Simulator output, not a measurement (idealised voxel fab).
process module | voxel transistor to metal
cross-section cut | 200 nm wide | cells 5 nm
A cross-section is a grid of square cells, given in bands from the top down. A band is one or more rows of cells.
Each band's line starts with the height of the band's top and of its bottom, in nm. Then come its materials from left to right, each with its width in nm. One material with "throughout" fills the band from edge to edge. "air" is empty space.
Height 0 is the level under which the wafer as received is all one material. The lowest band goes on downwards, as in "0 down".
A width such as "30 to 40" changes by the same amount from each row of cells to the next, from the band's top row to its bottom row.
"no change" after a step means that no cell of the cross-section changed.
closed voids: empty space of 8 cells or more with no open way to the top, each as width x height at its distance from the left edge, in nm
after a step's settings: what the simulator itself notes on the step
overlay nm, on a step with a mask: how far to the right of its planned place the mask lay; to the left if negative
plan
1 op RECEIVE | material Si
2 op OXIDIZE | depth nm 5
3 op CONFORMAL_DEP | material SiN | thk nm 10
4 op MASKED_ETCH | tone cover | mask id ACTIVE | width nm 110 | etch materials SiN | depth nm 10 | overlay nm 0
5 op MASKED_ETCH | tone cover | mask id ACTIVE | width nm 110 | etch materials SiO2 | depth nm 5 | overlay nm 0
6 op MASKED_ETCH | tone cover | mask id ACTIVE | width nm 110 | etch materials Si | depth nm 35 | overlay nm 0
7 op OXIDIZE | depth nm 5
8 op FILL_DEP | material SiO2 | thk nm 5
9 op CMP | height nm 10
10 op SELECTIVE_ETCH | etch materials SiO2 | depth nm 10
11 op STRIP | etch materials SiN
12 op SELECTIVE_ETCH | etch materials SiO2 | depth nm 5
13 op OXIDIZE | depth nm 5
14 op DIRECTIONAL_DEP | material polySi | thk nm 25
15 op DIRECTIONAL_DEP | material SiCN | thk nm 15
16 op DIRECTIONAL_DEP | material aC | thk nm 15
17 op PATTERN | tone cover | mask id GATE | material resist | width nm 20 | thk nm 30 | overlay nm 0
18 op DIRECTIONAL_ETCH | etch materials aC | depth nm 15
19 op STRIP | etch materials resist
20 op DIRECTIONAL_ETCH | etch materials SiCN | depth nm 25
21 op DIRECTIONAL_ETCH | etch materials polySi | depth nm 35
22 op STRIP | etch materials aC
23 op CONFORMAL_DEP | material SiO2 | thk nm 5
24 op DIRECTIONAL_ETCH | etch materials SiO2 | depth nm 5
25 op CONFORMAL_DEP | material SiN | thk nm 5
26 op DIRECTIONAL_ETCH | etch materials SiN | depth nm 5
27 op DIRECTIONAL_ETCH | etch materials SiO2 | depth nm 5
28 op DIRECTIONAL_ETCH | etch materials Si | depth nm 10
29 op EPI | material nSi | thk nm 10
30 op FILL_DEP | material SiO2 | thk nm 10
31 op CMP | height nm 35
32 op DIRECTIONAL_DEP | material SiO2 | thk nm 15
33 op DIRECTIONAL_DEP | material aC | thk nm 10
34 op PATTERN | tone open | mask id CONTACT | material resist | width nm 20 | pitch nm 80 | thk nm 25 | overlay nm 0
35 op DIRECTIONAL_ETCH | etch materials aC | depth nm 10
36 op STRIP | etch materials resist
37 op DIRECTIONAL_ETCH | etch materials SiO2 | depth nm 60
38 op STRIP | etch materials aC
39 op CONFORMAL_DEP | material TiN | thk nm 5
40 op FILL_DEP | material W | thk nm 10
41 op CMP | height nm 50
42 op CONFORMAL_DEP | material SiN | thk nm 5
43 op DIRECTIONAL_DEP | material lowk | thk nm 25
44 op MASKED_ETCH | tone open | mask id METAL_1 | width nm 20 | pitch nm 80 | etch materials lowk | depth nm 25 | overlay nm 0
45 op MASKED_ETCH | tone open | mask id METAL_1 | width nm 20 | pitch nm 80 | etch materials SiN | depth nm 5 | overlay nm 0
46 op CONFORMAL_DEP | material TiN | thk nm 5
47 op FILL_DEP | material W | thk nm 10
48 op CMP | height nm 80
49 op EPI | material Ru | thk nm 5
50 op FILL_DEP | material SiCN | thk nm 5
as received, after step 1
  0 down: Si throughout
  closed voids: none
first wafer at the end, as planned
  90 to 85: SiCN throughout
  85 to 80: SiCN 45 | Ru 30 | SiCN 50 | Ru 30 | SiCN 45
  80 to 55: lowk 50 | TiN 5 | W 10 | TiN 5 | lowk 60 | TiN 5 | W 10 | TiN 5 | lowk 50
  55 to 50: SiN 50 | TiN 20 | SiN 60 | TiN 20 | SiN 50
  50 to 35: SiO2 50 | TiN 5 | W 10 | TiN 5 | SiO2 60 | TiN 5 | W 10 | TiN 5 | SiO2 50
  35 to 20: SiO2 50 | TiN 5 | W 10 | TiN 5 | SiO2 10 | SiN 5 | SiO2 5 | SiCN 20 | SiO2 5 | SiN 5 | SiO2 10 | TiN 5 | W 10 | TiN 5 | SiO2 50
  20 to 0: SiO2 50 | TiN 5 | W 10 | TiN 5 | SiO2 10 | SiN 5 | SiO2 5 | polySi 20 | SiO2 5 | SiN 5 | SiO2 10 | TiN 5 | W 10 | TiN 5 | SiO2 50
  0 to -5: SiO2 50 | TiN 5 | W 10 | TiN 5 | nSi 10 | SiN 5 | SiO2 5 | polySi 20 | SiO2 5 | SiN 5 | nSi 10 | TiN 5 | W 10 | TiN 5 | SiO2 50
  -5 to -10: SiO2 50 | TiN 20 | nSi 10 | SiO2 40 | nSi 10 | TiN 20 | SiO2 50
  -10 to -20: SiO2 50 | nSi 30 | Si 40 | nSi 30 | SiO2 50
  -20 to -45: SiO2 50 | Si 100 | SiO2 50
  -45 down: Si throughout
  closed voids: none
second wafer at the end: like start, like plan, one mistake
  90 to 85: SiCN throughout
  85 to 80: SiCN 45 | Ru 30 | SiCN 50 | Ru 30 | SiCN 45
  80 to 55: lowk 50 | TiN 5 | W 10 | TiN 5 | lowk 60 | TiN 5 | W 10 | TiN 5 | lowk 50
  55 to 50: SiN 50 | TiN 20 | SiN 60 | TiN 20 | SiN 50
  50 to 35: SiO2 60 | TiN 5 | W 10 | TiN 5 | SiO2 60 | TiN 5 | W 10 | TiN 5 | SiO2 40
  35 to 20: SiO2 60 | TiN 5 | W 10 | TiN 5 | SiN 5 | SiO2 5 | SiCN 20 | SiO2 5 | SiN 5 | SiO2 20 | TiN 5 | W 10 | TiN 5 | SiO2 40
  20 to 5: SiO2 60 | TiN 5 | W 10 | TiN 5 | SiN 5 | SiO2 5 | polySi 20 | SiO2 5 | SiN 5 | SiO2 20 | TiN 5 | W 10 | TiN 5 | SiO2 40
  5 to 0: SiO2 60 | TiN 20 | SiN 5 | SiO2 5 | polySi 20 | SiO2 5 | SiN 5 | SiO2 20 | TiN 5 | W 10 | TiN 5 | SiO2 40
  0 to -5: SiO2 60 | TiN 10 | nSi 10 | SiN 5 | SiO2 5 | polySi 20 | SiO2 5 | SiN 5 | nSi 10 | SiO2 10 | TiN 5 | W 10 | TiN 5 | SiO2 40
  -5 to -10: SiO2 60 | TiN 10 | nSi 10 | SiO2 40 | nSi 10 | SiO2 10 | TiN 20 | SiO2 40
  -10 to -20: SiO2 50 | nSi 30 | Si 40 | nSi 30 | SiO2 50
  -20 to -45: SiO2 50 | Si 100 | SiO2 50
  -45 down: Si throughout
  closed voids: none
what went wrong: step 34 ran as: op PATTERN | tone open | mask id CONTACT | material resist | width nm 20 | pitch nm 80 | thk nm 25 | overlay nm 10
at the end the second wafer has, in cells: 4 more of SiO2 | 4 fewer of W
